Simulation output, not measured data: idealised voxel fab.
Presented below is a process module, voxel transistor to metal.
The figure presents cross-section cut, which has a width of 195 nm and is divided into square cells with an edge length of 5 nm.
Just so we're on the same page, the cross-sections are grids of square cells, and they're listed out in bands top to bottom, each band one or more rows deep. For a band, the entry starts with two heights in nm, that of the top and then that of the bottom, and carries on with the band's materials in order from left to right, each alongside its width in nm; the word "throughout" beside a single material means it fills the band edge to edge, and "empty" means empty space. The reference from which all heights are counted is 0, the level beneath which the as-received wafer is entirely one material; the lowest band, having no lower bound, proceeds downward and is written after the example "0..down". Width "30..40": first value at the band's top row of cells, second value at its bottom row, equal change from row to row. Take "everything unchanged" at face value: in the step it is given for, the cross-section changed in none of its cells. In the "Listed closed voids" entry, you get each enclosed empty space of 8 cells or more, one with no open way to the top, written width x height at distance, distance from the left edge, in nm. It should be noted that, on the line of a given step, the content following the step's settings is a remark produced by the simulator itself with respect to that step. The line of a step may include "overlay nm". On a step with a mask, this value is how far to the right of its planned place the mask lay. A negative value means the mask lay to the left.
-- Set out below are the planned steps of the process
1: RECEIVE [material Si]
2: OXIDIZE [depth nm 5]
3: CONFORMAL_DEP [material SiN] [thk nm 15]
4: MASKED_ETCH [tone cover] [mask id ACTIVE] [width nm 100] [etch materials SiN] [depth nm 15] [overlay nm 0]
5: MASKED_ETCH [tone cover] [mask id ACTIVE] [width nm 100] [etch materials SiO2] [depth nm 5] [overlay nm 0]
6: MASKED_ETCH [tone cover] [mask id ACTIVE] [width nm 100] [etch materials Si] [depth nm 35] [overlay nm 0]
7: OXIDIZE [depth nm 5]
8: FILL_DEP [material SiO2] [thk nm 10]
9: CMP [height nm 15]
10: SELECTIVE_ETCH [etch materials SiO2] [depth nm 5]
11: STRIP [etch materials SiN]
12: SELECTIVE_ETCH [etch materials SiO2] [depth nm 5]
13: OXIDIZE [depth nm 5]
14: DIRECTIONAL_DEP [material polySi] [thk nm 20]
15: DIRECTIONAL_DEP [material SiCN] [thk nm 15]
16: PATTERN [tone cover] [mask id GATE] [material resist] [width nm 20] [thk nm 20] [overlay nm 0]
17: DIRECTIONAL_ETCH [etch materials SiCN] [depth nm 25]
18: DIRECTIONAL_ETCH [etch materials polySi] [depth nm 30]
19: STRIP [etch materials resist]
20: CONFORMAL_DEP [material SiO2] [thk nm 5]
21: DIRECTIONAL_ETCH [etch materials SiO2] [depth nm 5]
22: CONFORMAL_DEP [material SiN] [thk nm 10]
23: DIRECTIONAL_ETCH [etch materials SiN] [depth nm 10]
24: DIRECTIONAL_ETCH [etch materials SiO2] [depth nm 5]
25: EPI [material nSi] [thk nm 5]
26: FILL_DEP [material SiO2] [thk nm 5]
27: CMP [height nm 30]
28: DIRECTIONAL_DEP [material SiO2] [thk nm 15]
29: MASKED_ETCH [tone open] [mask id CONTACT] [width nm 25] [pitch nm 55] [etch materials SiO2] [depth nm 50] [overlay nm 0]
30: CONFORMAL_DEP [material TiN] [thk nm 5]
31: FILL_DEP [material W] [thk nm 5]
32: CMP [height nm 45]
33: DIRECTIONAL_DEP [material TiN] [thk nm 5]
34: DIRECTIONAL_DEP [material Ru] [thk nm 15]
35: DIRECTIONAL_DEP [material aC] [thk nm 10]
36: PATTERN [tone cover] [mask id METAL_1] [material resist] [width nm 15] [pitch nm 65] [thk nm 30] [overlay nm 0]
37: DIRECTIONAL_ETCH [etch materials aC] [depth nm 10]
38: STRIP [etch materials resist]
39: DIRECTIONAL_ETCH [etch materials Ru] [depth nm 15]
40: DIRECTIONAL_ETCH [etch materials TiN] [depth nm 5]
41: STRIP [etch materials aC]
42: CONFORMAL_DEP [material SiCN] [thk nm 5]
43: FILL_DEP [material lowk] [thk nm 5]
44: CMP [height nm 65]
45: CONFORMAL_DEP [material SiN] [thk nm 5]
-- Here's what the wafer looked like in cross-section when it arrived - that's after step 1
0..down = Si throughout
Listed closed voids: none
-- Final cross-section, module run with one mistake (start and plan as above)
70..65 = SiN throughout
65..50 = 50 nm lowk / 5 nm SiCN / 15 nm Ru / 5 nm SiCN / 40 nm lowk / 5 nm SiCN / 15 nm Ru / 5 nm SiCN / 55 nm lowk
50..45 = 55 nm SiCN / 15 nm TiN / 50 nm SiCN / 15 nm TiN / 60 nm SiCN
45..30 = 55 nm SiO2 / 5 nm TiN / 5 nm W / 5 nm TiN / 50 nm SiO2 / 5 nm TiN / 5 nm W / 5 nm TiN / 60 nm SiO2
30..15 = 55 nm SiO2 / 5 nm TiN / 5 nm W / 5 nm TiN / 10 nm SiN / 5 nm SiO2 / 20 nm SiCN / 5 nm SiO2 / 10 nm SiN / 5 nm TiN / 5 nm W / 5 nm TiN / 60 nm SiO2
15..10 = 55 nm SiO2 / 15 nm TiN / 10 nm SiN / 5 nm SiO2 / 20 nm polySi / 5 nm SiO2 / 10 nm SiN / 15 nm TiN / 60 nm SiO2
10..5 = 70 nm SiO2 / 10 nm SiN / 5 nm SiO2 / 20 nm polySi / 5 nm SiO2 / 10 nm SiN / 75 nm SiO2
5..-5 = 45 nm SiO2 / 10 nm SiN / 15 nm SiO2 / 10 nm SiN / 5 nm SiO2 / 20 nm polySi / 5 nm SiO2 / 10 nm SiN / 15 nm SiO2 / 10 nm SiN / 50 nm SiO2
-5..-10 = 55 nm SiO2 / 15 nm nSi / 50 nm SiO2 / 15 nm nSi / 60 nm SiO2
-10..-45 = 50 nm SiO2 / 90 nm Si / 55 nm SiO2
-45..down = Si throughout
Listed closed voids: none
Run error: mixed up steps 28 and 29 - ran each in the other's place
